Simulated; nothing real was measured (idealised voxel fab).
You're looking at the process module voxel transistor to metal.
Section cut is 160 nm wide and gridded with 5 nm square cells.
We lay out every cross-section as a grid of square cells and spell it out in bands from the top down, where one band means one or more rows of cells. Look at the band entry: it leads with the top's height and the bottom's height in nm. Then it lists the materials left to right, with a width in nm for each. The word "full width" on a single material says that material fills the band edge to edge. The word "empty" is empty space. Note: height 0 marks the level under which the wafer is uniformly one material as received. Lowest band unbounded below, written "0 and below". The two numbers in a width such as "30->40" mark its ends across the band: the first belongs to the top row of cells, the second to the bottom row, and from each row to the next the width moves by the same amount. "remained the same" for a step: no cell of the cross-section changed in that step. Entry "Entrapped void list" = empty spaces >= 8 cells with no open way to the top; each as width x height at distance, distance from left edge, all nm. That trailing text on a step's line, after the settings, is the simulator's own remark on the step. When a step includes a mask, the "overlay nm" setting on its line states how far to the right of its planned place that mask lay, and negative values state how far to the left.
So here's the lineup of process steps we planned:
- 1: RECEIVE: material Si
- 2: OXIDIZE: depth nm 5
- 3: CONFORMAL_DEP: material SiN, thk nm 10
- 4: MASKED_ETCH: tone cover, mask id ACTIVE, width nm 100, etch materials SiN, depth nm 10, overlay nm 0
- 5: MASKED_ETCH: tone cover, mask id ACTIVE, width nm 100, etch materials SiO2, depth nm 5, overlay nm 0
- 6: MASKED_ETCH: tone cover, mask id ACTIVE, width nm 100, etch materials Si, depth nm 25, overlay nm 0
- 7: OXIDIZE: depth nm 5
- 8: FILL_DEP: material SiO2, thk nm 15
- 9: CMP: height nm 10
- 10: SELECTIVE_ETCH: etch materials SiO2, depth nm 5
- 11: STRIP: etch materials SiN
- 12: SELECTIVE_ETCH: etch materials SiO2, depth nm 5
- 13: OXIDIZE: depth nm 5
- 14: DIRECTIONAL_DEP: material polySi, thk nm 30
- 15: DIRECTIONAL_DEP: material SiCN, thk nm 10
- 16: MASKED_ETCH: tone cover, mask id GATE, width nm 20, etch materials SiCN, depth nm 20, overlay nm 0
- 17: MASKED_ETCH: tone cover, mask id GATE, width nm 20, etch materials polySi, depth nm 40, overlay nm 0
- 18: CONFORMAL_DEP: material SiN, thk nm 5
- 19: DIRECTIONAL_ETCH: etch materials SiN, depth nm 5
- 20: DIRECTIONAL_ETCH: etch materials SiO2, depth nm 5
- 21: EPI: material pSi, thk nm 5
- 22: FILL_DEP: material SiO2, thk nm 10
- 23: CMP: height nm 35
- 24: DIRECTIONAL_DEP: material SiO2, thk nm 15
- 25: MASKED_ETCH: tone open, mask id CONTACT, width nm 15, pitch nm 75, etch materials SiO2, depth nm 55, overlay nm 0
- 26: CONFORMAL_DEP: material TiN, thk nm 5
- 27: FILL_DEP: material Ru, thk nm 5
- 28: CMP: height nm 50
- 29: CONFORMAL_DEP: material SiCN, thk nm 5
- 30: DIRECTIONAL_DEP: material SiO2, thk nm 25
- 31: PATTERN: tone open, mask id METAL_1, material resist, width nm 15, pitch nm 75, thk nm 15, overlay nm 0
- 32: DIRECTIONAL_ETCH: etch materials SiO2, depth nm 25
- 33: DIRECTIONAL_ETCH: etch materials SiCN, depth nm 5
- 34: STRIP: etch materials resist
- 35: CONFORMAL_DEP: material TiN, thk nm 5
- 36: FILL_DEP: material Ru, thk nm 5
- 37: CMP: height nm 80
- 38: EPI: material Ru, thk nm 5
- 39: FILL_DEP: material SiCN, thk nm 5
Of two wafers, the first: run according to plan:
Step 1 complete: cross-section of the wafer as received:
> 0 and below: Si full width
> Entrapped void list: none
Wafer after step 2 (cross-section):
> 0 down to -5: SiO2 full width
> At heights below -5, the structure remains unaltered.
Wafer after step 3 (cross-section):
> 10 down to 0: SiN full width
> At heights below 0, the structure remains unaltered.
Wafer after step 4 (cross-section):
> 10 down to 0: 30 nm empty | 100 nm SiN | 30 nm empty
> At heights below 0, the structure remains unaltered.
Wafer after step 5 (cross-section):
> 10 down to 0: 30 nm empty | 100 nm SiN | 30 nm empty
> 0 down to -5: 30 nm empty | 100 nm SiO2 | 30 nm empty
> At heights below -5, the structure remains unaltered.
Wafer after step 6 (cross-section):
> 10 down to 0: 30 nm empty | 100 nm SiN | 30 nm empty
> 0 down to -5: 30 nm empty | 100 nm SiO2 | 30 nm empty
> -5 down to -30: 30 nm empty | 100 nm Si | 30 nm empty
> At heights below -30, the structure remains unaltered.
Wafer after step 7 (cross-section):
> 10 down to 0: 30 nm empty | 100 nm SiN | 30 nm empty
> 0 down to -5: 30 nm empty | 100 nm SiO2 | 30 nm empty
> -5 down to -30: 30 nm empty | 5 nm SiO2 | 90 nm Si | 5 nm SiO2 | 30 nm empty
> -30 down to -35: 35 nm SiO2 | 90 nm Si | 35 nm SiO2
> At heights below -35, the structure remains unaltered.
Wafer after step 8 (cross-section):
> 25 down to 10: SiO2 full width
> 10 down to 0: 30 nm SiO2 | 100 nm SiN | 30 nm SiO2
> 0 down to -5: SiO2 full width
> -5 down to -35: 35 nm SiO2 | 90 nm Si | 35 nm SiO2
> At heights below -35, the structure remains unaltered.
Wafer after step 9 (cross-section):
> 10 down to 0: 30 nm SiO2 | 100 nm SiN | 30 nm SiO2
> At heights below 0, the structure remains unaltered.
Wafer after step 10 (cross-section):
> 10 down to 5: 30 nm empty | 100 nm SiN | 30 nm empty
> At heights below 5, the structure remains unaltered.
Wafer after step 11 (cross-section):
> 5 down to 0: 30 nm SiO2 | 100 nm empty | 30 nm SiO2
> At heights below 0, the structure remains unaltered.
Wafer after step 12 (cross-section):
> 0 down to -5: 25 nm SiO2 | 110 nm empty | 25 nm SiO2
> At heights below -5, the structure remains unaltered.
Wafer after step 13 (cross-section):
> 0 down to -5: 25 nm SiO2 | 110 nm empty | 25 nm SiO2
> -5 down to -10: SiO2 full width
> At heights below -10, the structure remains unaltered.
Wafer after step 14 (cross-section):
> 30 down to 25: 25 nm polySi | 110 nm empty | 25 nm polySi
> 25 down to 0: polySi full width
> 0 down to -5: 25 nm SiO2 | 110 nm polySi | 25 nm SiO2
> At heights below -5, the structure remains unaltered.
Wafer after step 15 (cross-section):
> 40 down to 35: 25 nm SiCN | 110 nm empty | 25 nm SiCN
> 35 down to 30: SiCN full width
> 30 down to 25: 25 nm polySi | 110 nm SiCN | 25 nm polySi
> At heights below 25, the structure remains unaltered.
Wafer after step 16 (cross-section):
> 35 down to 30: 70 nm empty | 20 nm SiCN | 70 nm empty
> 30 down to 25: 25 nm polySi | 45 nm empty | 20 nm SiCN | 45 nm empty | 25 nm polySi
> At heights below 25, the structure remains unaltered.
Wafer after step 17 (cross-section):
> 35 down to 25: 70 nm empty | 20 nm SiCN | 70 nm empty
> 25 down to 0: 70 nm empty | 20 nm polySi | 70 nm empty
> 0 down to -5: 25 nm SiO2 | 45 nm empty | 20 nm polySi | 45 nm empty | 25 nm SiO2
> At heights below -5, the structure remains unaltered.
Wafer after step 18 (cross-section):
> 40 down to 35: 65 nm empty | 30 nm SiN | 65 nm empty
> 35 down to 25: 65 nm empty | 5 nm SiN | 20 nm SiCN | 5 nm SiN | 65 nm empty
> 25 down to 5: 65 nm empty | 5 nm SiN | 20 nm polySi | 5 nm SiN | 65 nm empty
> 5 down to 0: 30 nm SiN | 35 nm empty | 5 nm SiN | 20 nm polySi | 5 nm SiN | 35 nm empty | 30 nm SiN
> 0 down to -5: 25 nm SiO2 | 45 nm SiN | 20 nm polySi | 45 nm SiN | 25 nm SiO2
> At heights below -5, the structure remains unaltered.
Wafer after step 19 (cross-section):
> 35 down to 25: 65 nm empty | 5 nm SiN | 20 nm SiCN | 5 nm SiN | 65 nm empty
> 25 down to 0: 65 nm empty | 5 nm SiN | 20 nm polySi | 5 nm SiN | 65 nm empty
> 0 down to -5: 25 nm SiO2 | 5 nm SiN | 35 nm empty | 5 nm SiN | 20 nm polySi | 5 nm SiN | 35 nm empty | 5 nm SiN | 25 nm SiO2
> At heights below -5, the structure remains unaltered.
Wafer after step 20 (cross-section):
> 35 down to 25: 65 nm empty | 5 nm SiN | 20 nm SiCN | 5 nm SiN | 65 nm empty
> 25 down to 0: 65 nm empty | 5 nm SiN | 20 nm polySi | 5 nm SiN | 65 nm empty
> 0 down to -5: 25 nm empty | 5 nm SiN | 35 nm empty | 5 nm SiN | 20 nm polySi | 5 nm SiN | 35 nm empty | 5 nm SiN | 25 nm empty
> -5 down to -10: 30 nm SiO2 | 35 nm empty | 30 nm SiO2 | 35 nm empty | 30 nm SiO2
> At heights below -10, the structure remains unaltered.
Wafer after step 21 (cross-section):
> 35 down to 25: 65 nm empty | 5 nm SiN | 20 nm SiCN | 5 nm SiN | 65 nm empty
> 25 down to 0: 65 nm empty | 5 nm SiN | 20 nm polySi | 5 nm SiN | 65 nm empty
> 0 down to -5: 25 nm empty | 5 nm SiN | 35 nm empty | 5 nm SiN | 20 nm polySi | 5 nm SiN | 35 nm empty | 5 nm SiN | 25 nm empty
> -5 down to -10: 30 nm SiO2 | 35 nm pSi | 30 nm SiO2 | 35 nm pSi | 30 nm SiO2
> At heights below -10, the structure remains unaltered.
Wafer after step 22 (cross-section):
> 45 down to 35: SiO2 full width
> 35 down to 25: 65 nm SiO2 | 5 nm SiN | 20 nm SiCN | 5 nm SiN | 65 nm SiO2
> 25 down to 0: 65 nm SiO2 | 5 nm SiN | 20 nm polySi | 5 nm SiN | 65 nm SiO2
> 0 down to -5: 25 nm SiO2 | 5 nm SiN | 35 nm SiO2 | 5 nm SiN | 20 nm polySi | 5 nm SiN | 35 nm SiO2 | 5 nm SiN | 25 nm SiO2
> At heights below -5, the structure remains unaltered.
Wafer after step 23 (cross-section):
> 35 down to 25: 65 nm SiO2 | 5 nm SiN | 20 nm SiCN | 5 nm SiN | 65 nm SiO2
> At heights below 25, the structure remains unaltered.
Wafer after step 24 (cross-section):
> 50 down to 35: SiO2 full width
> At heights below 35, the structure remains unaltered.
Wafer after step 25 (cross-section):
> 50 down to 35: 35 nm SiO2 | 15 nm empty | 60 nm SiO2 | 15 nm empty | 35 nm SiO2
> 35 down to 25: 35 nm SiO2 | 15 nm empty | 15 nm SiO2 | 5 nm SiN | 20 nm SiCN | 5 nm SiN | 15 nm SiO2 | 15 nm empty | 35 nm SiO2
> 25 down to 0: 35 nm SiO2 | 15 nm empty | 15 nm SiO2 | 5 nm SiN | 20 nm polySi | 5 nm SiN | 15 nm SiO2 | 15 nm empty | 35 nm SiO2
> 0 down to -5: 25 nm SiO2 | 5 nm SiN | 5 nm SiO2 | 15 nm empty | 15 nm SiO2 | 5 nm SiN | 20 nm polySi | 5 nm SiN | 15 nm SiO2 | 15 nm empty | 5 nm SiO2 | 5 nm SiN | 25 nm SiO2
> At heights below -5, the structure remains unaltered.
Wafer after step 26 (cross-section):
> 55 down to 50: 40 nm TiN | 5 nm empty | 70 nm TiN | 5 nm empty | 40 nm TiN
> 50 down to 35: 35 nm SiO2 | 5 nm TiN | 5 nm empty | 5 nm TiN | 60 nm SiO2 | 5 nm TiN | 5 nm empty | 5 nm TiN | 35 nm SiO2
> 35 down to 25: 35 nm SiO2 | 5 nm TiN | 5 nm empty | 5 nm TiN | 15 nm SiO2 | 5 nm SiN | 20 nm SiCN | 5 nm SiN | 15 nm SiO2 | 5 nm TiN | 5 nm empty | 5 nm TiN | 35 nm SiO2
> 25 down to 0: 35 nm SiO2 | 5 nm TiN | 5 nm empty | 5 nm TiN | 15 nm SiO2 | 5 nm SiN | 20 nm polySi | 5 nm SiN | 15 nm SiO2 | 5 nm TiN | 5 nm empty | 5 nm TiN | 35 nm SiO2
> 0 down to -5: 25 nm SiO2 | 5 nm SiN | 5 nm SiO2 | 15 nm TiN | 15 nm SiO2 | 5 nm SiN | 20 nm polySi | 5 nm SiN | 15 nm SiO2 | 15 nm TiN | 5 nm SiO2 | 5 nm SiN | 25 nm SiO2
> At heights below -5, the structure remains unaltered.
Wafer after step 27 (cross-section):
> 60 down to 55: Ru full width
> 55 down to 50: 40 nm TiN | 5 nm Ru | 70 nm TiN | 5 nm Ru | 40 nm TiN
> 50 down to 35: 35 nm SiO2 | 5 nm TiN | 5 nm Ru | 5 nm TiN | 60 nm SiO2 | 5 nm TiN | 5 nm Ru | 5 nm TiN | 35 nm SiO2
> 35 down to 25: 35 nm SiO2 | 5 nm TiN | 5 nm Ru | 5 nm TiN | 15 nm SiO2 | 5 nm SiN | 20 nm SiCN | 5 nm SiN | 15 nm SiO2 | 5 nm TiN | 5 nm Ru | 5 nm TiN | 35 nm SiO2
> 25 down to 0: 35 nm SiO2 | 5 nm TiN | 5 nm Ru | 5 nm TiN | 15 nm SiO2 | 5 nm SiN | 20 nm polySi | 5 nm SiN | 15 nm SiO2 | 5 nm TiN | 5 nm Ru | 5 nm TiN | 35 nm SiO2
> At heights below 0, the structure remains unaltered.
Wafer after step 28 (cross-section):
> 50 down to 35: 35 nm SiO2 | 5 nm TiN | 5 nm Ru | 5 nm TiN | 60 nm SiO2 | 5 nm TiN | 5 nm Ru | 5 nm TiN | 35 nm SiO2
> At heights below 35, the structure remains unaltered.
Wafer after step 29 (cross-section):
> 55 down to 50: SiCN full width
> At heights below 50, the structure remains unaltered.
Wafer after step 30 (cross-section):
> 80 down to 55: SiO2 full width
> At heights below 55, the structure remains unaltered.
Wafer after step 31 (cross-section):
> 95 down to 80: 35 nm resist | 15 nm empty | 60 nm resist | 15 nm empty | 35 nm resist
> At heights below 80, the structure remains unaltered.
Wafer after step 32 (cross-section):
> 95 down to 80: 35 nm resist | 15 nm empty | 60 nm resist | 15 nm empty | 35 nm resist
> 80 down to 55: 35 nm SiO2 | 15 nm empty | 60 nm SiO2 | 15 nm empty | 35 nm SiO2
> At heights below 55, the structure remains unaltered.
Wafer after step 33 (cross-section):
> 95 down to 80: 35 nm resist | 15 nm empty | 60 nm resist | 15 nm empty | 35 nm resist
> 80 down to 55: 35 nm SiO2 | 15 nm empty | 60 nm SiO2 | 15 nm empty | 35 nm SiO2
> 55 down to 50: 35 nm SiCN | 15 nm empty | 60 nm SiCN | 15 nm empty | 35 nm SiCN
> At heights below 50, the structure remains unaltered.
Wafer after step 34 (cross-section):
> 80 down to 55: 35 nm SiO2 | 15 nm empty | 60 nm SiO2 | 15 nm empty | 35 nm SiO2
> At heights below 55, the structure remains unaltered.
Wafer after step 35 (cross-section):
> 85 down to 80: 40 nm TiN | 5 nm empty | 70 nm TiN | 5 nm empty | 40 nm TiN
> 80 down to 55: 35 nm SiO2 | 5 nm TiN | 5 nm empty | 5 nm TiN | 60 nm SiO2 | 5 nm TiN | 5 nm empty | 5 nm TiN | 35 nm SiO2
> 55 down to 50: 35 nm SiCN | 15 nm TiN | 60 nm SiCN | 15 nm TiN | 35 nm SiCN
> At heights below 50, the structure remains unaltered.
Wafer after step 36 (cross-section):
> 90 down to 85: Ru full width
> 85 down to 80: 40 nm TiN | 5 nm Ru | 70 nm TiN | 5 nm Ru | 40 nm TiN
> 80 down to 55: 35 nm SiO2 | 5 nm TiN | 5 nm Ru | 5 nm TiN | 60 nm SiO2 | 5 nm TiN | 5 nm Ru | 5 nm TiN | 35 nm SiO2
> At heights below 55, the structure remains unaltered.
Wafer after step 37 (cross-section):
> 80 down to 55: 35 nm SiO2 | 5 nm TiN | 5 nm Ru | 5 nm TiN | 60 nm SiO2 | 5 nm TiN | 5 nm Ru | 5 nm TiN | 35 nm SiO2
> At heights below 55, the structure remains unaltered.
Wafer after step 38 (cross-section):
> 85 down to 80: 30 nm empty | 25 nm Ru | 50 nm empty | 25 nm Ru | 30 nm empty
> At heights below 80, the structure remains unaltered.
Wafer after step 39 (cross-section):
> 90 down to 85: SiCN full width
> 85 down to 80: 30 nm SiCN | 25 nm Ru | 50 nm SiCN | 25 nm Ru | 30 nm SiCN
> At heights below 80, the structure remains unaltered.
second wafer: like start, like plan, one mistake. Through step 15 it matches the first wafer:
Second wafer shown in cross-section at the time step 16 was slated to end:
> 35 down to 30: 65 nm empty | 30 nm SiCN | 65 nm empty
> 30 down to 25: 25 nm polySi | 40 nm empty | 30 nm SiCN | 40 nm empty | 25 nm polySi
> At heights below 25, the structure remains unaltered.
Second wafer shown in cross-section at the time step 17 was slated to end:
> 35 down to 25: 65 nm empty | 30 nm SiCN | 65 nm empty
> 25 down to 0: 65 nm empty | 30 nm polySi | 65 nm empty
> 0 down to -5: 25 nm SiO2 | 40 nm empty | 30 nm polySi | 40 nm empty | 25 nm SiO2
> At heights below -5, the structure remains unaltered.
Second wafer shown in cross-section at the time step 18 was slated to end:
> 40 down to 35: 60 nm empty | 40 nm SiN | 60 nm empty
> 35 down to 25: 60 nm empty | 5 nm SiN | 30 nm SiCN | 5 nm SiN | 60 nm empty
> 25 down to 5: 60 nm empty | 5 nm SiN | 30 nm polySi | 5 nm SiN | 60 nm empty
> 5 down to 0: 30 nm SiN | 30 nm empty | 5 nm SiN | 30 nm polySi | 5 nm SiN | 30 nm empty | 30 nm SiN
> 0 down to -5: 25 nm SiO2 | 40 nm SiN | 30 nm polySi | 40 nm SiN | 25 nm SiO2
> At heights below -5, the structure remains unaltered.
Second wafer shown in cross-section at the time step 19 was slated to end:
> 35 down to 25: 60 nm empty | 5 nm SiN | 30 nm SiCN | 5 nm SiN | 60 nm empty
> 25 down to 0: 60 nm empty | 5 nm SiN | 30 nm polySi | 5 nm SiN | 60 nm empty
> 0 down to -5: 25 nm SiO2 | 5 nm SiN | 30 nm empty | 5 nm SiN | 30 nm polySi | 5 nm SiN | 30 nm empty | 5 nm SiN | 25 nm SiO2
> At heights below -5, the structure remains unaltered.
Second wafer shown in cross-section at the time step 20 was slated to end:
> 35 down to 25: 60 nm empty | 5 nm SiN | 30 nm SiCN | 5 nm SiN | 60 nm empty
> 25 down to 0: 60 nm empty | 5 nm SiN | 30 nm polySi | 5 nm SiN | 60 nm empty
> 0 down to -5: 25 nm empty | 5 nm SiN | 30 nm empty | 5 nm SiN | 30 nm polySi | 5 nm SiN | 30 nm empty | 5 nm SiN | 25 nm empty
> -5 down to -10: 30 nm SiO2 | 30 nm empty | 40 nm SiO2 | 30 nm empty | 30 nm SiO2
> At heights below -10, the structure remains unaltered.
Second wafer shown in cross-section at the time step 21 was slated to end:
> 35 down to 25: 60 nm empty | 5 nm SiN | 30 nm SiCN | 5 nm SiN | 60 nm empty
> 25 down to 0: 60 nm empty | 5 nm SiN | 30 nm polySi | 5 nm SiN | 60 nm empty
> 0 down to -5: 25 nm empty | 5 nm SiN | 30 nm empty | 5 nm SiN | 30 nm polySi | 5 nm SiN | 30 nm empty | 5 nm SiN | 25 nm empty
> -5 down to -10: 30 nm SiO2 | 30 nm pSi | 40 nm SiO2 | 30 nm pSi | 30 nm SiO2
> At heights below -10, the structure remains unaltered.
Second wafer shown in cross-section at the time step 22 was slated to end:
> 45 down to 35: SiO2 full width
> 35 down to 25: 60 nm SiO2 | 5 nm SiN | 30 nm SiCN | 5 nm SiN | 60 nm SiO2
> 25 down to 0: 60 nm SiO2 | 5 nm SiN | 30 nm polySi | 5 nm SiN | 60 nm SiO2
> 0 down to -5: 25 nm SiO2 | 5 nm SiN | 30 nm SiO2 | 5 nm SiN | 30 nm polySi | 5 nm SiN | 30 nm SiO2 | 5 nm SiN | 25 nm SiO2
> At heights below -5, the structure remains unaltered.
Second wafer shown in cross-section at the time step 23 was slated to end:
> 35 down to 25: 60 nm SiO2 | 5 nm SiN | 30 nm SiCN | 5 nm SiN | 60 nm SiO2
> At heights below 25, the structure remains unaltered.
Second wafer shown in cross-section at the time step 24 was slated to end:
> 50 down to 35: SiO2 full width
> At heights below 35, the structure remains unaltered.
Second wafer shown in cross-section at the time step 25 was slated to end:
> 50 down to 35: 35 nm SiO2 | 15 nm empty | 60 nm SiO2 | 15 nm empty | 35 nm SiO2
> 35 down to 25: 35 nm SiO2 | 15 nm empty | 10 nm SiO2 | 5 nm SiN | 30 nm SiCN | 5 nm SiN | 10 nm SiO2 | 15 nm empty | 35 nm SiO2
> 25 down to 0: 35 nm SiO2 | 15 nm empty | 10 nm SiO2 | 5 nm SiN | 30 nm polySi | 5 nm SiN | 10 nm SiO2 | 15 nm empty | 35 nm SiO2
> 0 down to -5: 25 nm SiO2 | 5 nm SiN | 5 nm SiO2 | 15 nm empty | 10 nm SiO2 | 5 nm SiN | 30 nm polySi | 5 nm SiN | 10 nm SiO2 | 15 nm empty | 5 nm SiO2 | 5 nm SiN | 25 nm SiO2
> At heights below -5, the structure remains unaltered.
Second wafer shown in cross-section at the time step 26 was slated to end:
> 55 down to 50: 40 nm TiN | 5 nm empty | 70 nm TiN | 5 nm empty | 40 nm TiN
> 50 down to 35: 35 nm SiO2 | 5 nm TiN | 5 nm empty | 5 nm TiN | 60 nm SiO2 | 5 nm TiN | 5 nm empty | 5 nm TiN | 35 nm SiO2
> 35 down to 25: 35 nm SiO2 | 5 nm TiN | 5 nm empty | 5 nm TiN | 10 nm SiO2 | 5 nm SiN | 30 nm SiCN | 5 nm SiN | 10 nm SiO2 | 5 nm TiN | 5 nm empty | 5 nm TiN | 35 nm SiO2
> 25 down to 0: 35 nm SiO2 | 5 nm TiN | 5 nm empty | 5 nm TiN | 10 nm SiO2 | 5 nm SiN | 30 nm polySi | 5 nm SiN | 10 nm SiO2 | 5 nm TiN | 5 nm empty | 5 nm TiN | 35 nm SiO2
> 0 down to -5: 25 nm SiO2 | 5 nm SiN | 5 nm SiO2 | 15 nm TiN | 10 nm SiO2 | 5 nm SiN | 30 nm polySi | 5 nm SiN | 10 nm SiO2 | 15 nm TiN | 5 nm SiO2 | 5 nm SiN | 25 nm SiO2
> At heights below -5, the structure remains unaltered.
Second wafer shown in cross-section at the time step 27 was slated to end:
> 60 down to 55: Ru full width
> 55 down to 50: 40 nm TiN | 5 nm Ru | 70 nm TiN | 5 nm Ru | 40 nm TiN
> 50 down to 35: 35 nm SiO2 | 5 nm TiN | 5 nm Ru | 5 nm TiN | 60 nm SiO2 | 5 nm TiN | 5 nm Ru | 5 nm TiN | 35 nm SiO2
> 35 down to 25: 35 nm SiO2 | 5 nm TiN | 5 nm Ru | 5 nm TiN | 10 nm SiO2 | 5 nm SiN | 30 nm SiCN | 5 nm SiN | 10 nm SiO2 | 5 nm TiN | 5 nm Ru | 5 nm TiN | 35 nm SiO2
> 25 down to 0: 35 nm SiO2 | 5 nm TiN | 5 nm Ru | 5 nm TiN | 10 nm SiO2 | 5 nm SiN | 30 nm polySi | 5 nm SiN | 10 nm SiO2 | 5 nm TiN | 5 nm Ru | 5 nm TiN | 35 nm SiO2
> At heights below 0, the structure remains unaltered.
Second wafer shown in cross-section at the time step 28 was slated to end:
> 50 down to 35: 35 nm SiO2 | 5 nm TiN | 5 nm Ru | 5 nm TiN | 60 nm SiO2 | 5 nm TiN | 5 nm Ru | 5 nm TiN | 35 nm SiO2
> At heights below 35, the structure remains unaltered.
Second wafer shown in cross-section at the time step 29 was slated to end:
> 55 down to 50: SiCN full width
> At heights below 50, the structure remains unaltered.
Second wafer shown in cross-section at the time step 30 was slated to end:
> 80 down to 55: SiO2 full width
> At heights below 55, the structure remains unaltered.
Second wafer shown in cross-section at the time step 31 was slated to end:
> 95 down to 80: 35 nm resist | 15 nm empty | 60 nm resist | 15 nm empty | 35 nm resist
> At heights below 80, the structure remains unaltered.
Second wafer shown in cross-section at the time step 32 was slated to end:
> 95 down to 80: 35 nm resist | 15 nm empty | 60 nm resist | 15 nm empty | 35 nm resist
> 80 down to 55: 35 nm SiO2 | 15 nm empty | 60 nm SiO2 | 15 nm empty | 35 nm SiO2
> At heights below 55, the structure remains unaltered.
Second wafer shown in cross-section at the time step 33 was slated to end:
> 95 down to 80: 35 nm resist | 15 nm empty | 60 nm resist | 15 nm empty | 35 nm resist
> 80 down to 55: 35 nm SiO2 | 15 nm empty | 60 nm SiO2 | 15 nm empty | 35 nm SiO2
> 55 down to 50: 35 nm SiCN | 15 nm empty | 60 nm SiCN | 15 nm empty | 35 nm SiCN
> At heights below 50, the structure remains unaltered.
Second wafer shown in cross-section at the time step 34 was slated to end:
> 80 down to 55: 35 nm SiO2 | 15 nm empty | 60 nm SiO2 | 15 nm empty | 35 nm SiO2
> At heights below 55, the structure remains unaltered.
Second wafer shown in cross-section at the time step 35 was slated to end:
> 85 down to 80: 40 nm TiN | 5 nm empty | 70 nm TiN | 5 nm empty | 40 nm TiN
> 80 down to 55: 35 nm SiO2 | 5 nm TiN | 5 nm empty | 5 nm TiN | 60 nm SiO2 | 5 nm TiN | 5 nm empty | 5 nm TiN | 35 nm SiO2
> 55 down to 50: 35 nm SiCN | 15 nm TiN | 60 nm SiCN | 15 nm TiN | 35 nm SiCN
> At heights below 50, the structure remains unaltered.
Second wafer shown in cross-section at the time step 36 was slated to end:
> 90 down to 85: Ru full width
> 85 down to 80: 40 nm TiN | 5 nm Ru | 70 nm TiN | 5 nm Ru | 40 nm TiN
> 80 down to 55: 35 nm SiO2 | 5 nm TiN | 5 nm Ru | 5 nm TiN | 60 nm SiO2 | 5 nm TiN | 5 nm Ru | 5 nm TiN | 35 nm SiO2
> At heights below 55, the structure remains unaltered.
Second wafer shown in cross-section at the time step 37 was slated to end:
> 80 down to 55: 35 nm SiO2 | 5 nm TiN | 5 nm Ru | 5 nm TiN | 60 nm SiO2 | 5 nm TiN | 5 nm Ru | 5 nm TiN | 35 nm SiO2
> At heights below 55, the structure remains unaltered.
Second wafer shown in cross-section at the time step 38 was slated to end:
> 85 down to 80: 30 nm empty | 25 nm Ru | 50 nm empty | 25 nm Ru | 30 nm empty
> At heights below 80, the structure remains unaltered.
Second wafer shown in cross-section at the time step 39 was slated to end:
> 90 down to 85: SiCN full width
> 85 down to 80: 30 nm SiCN | 25 nm Ru | 50 nm SiCN | 25 nm Ru | 30 nm SiCN
> At heights below 80, the structure remains unaltered.
Finding, execution versus plan: step 16 ran as: MASKED_ETCH: tone cover, mask id GATE, width nm 30, etch materials SiCN, depth nm 20, overlay nm 0
Final comparison by cell count, materials where the second wafer has more or fewer than the first: 4 more of SiCN; 14 fewer of SiO2; 2 fewer of pSi; 12 more of polySi
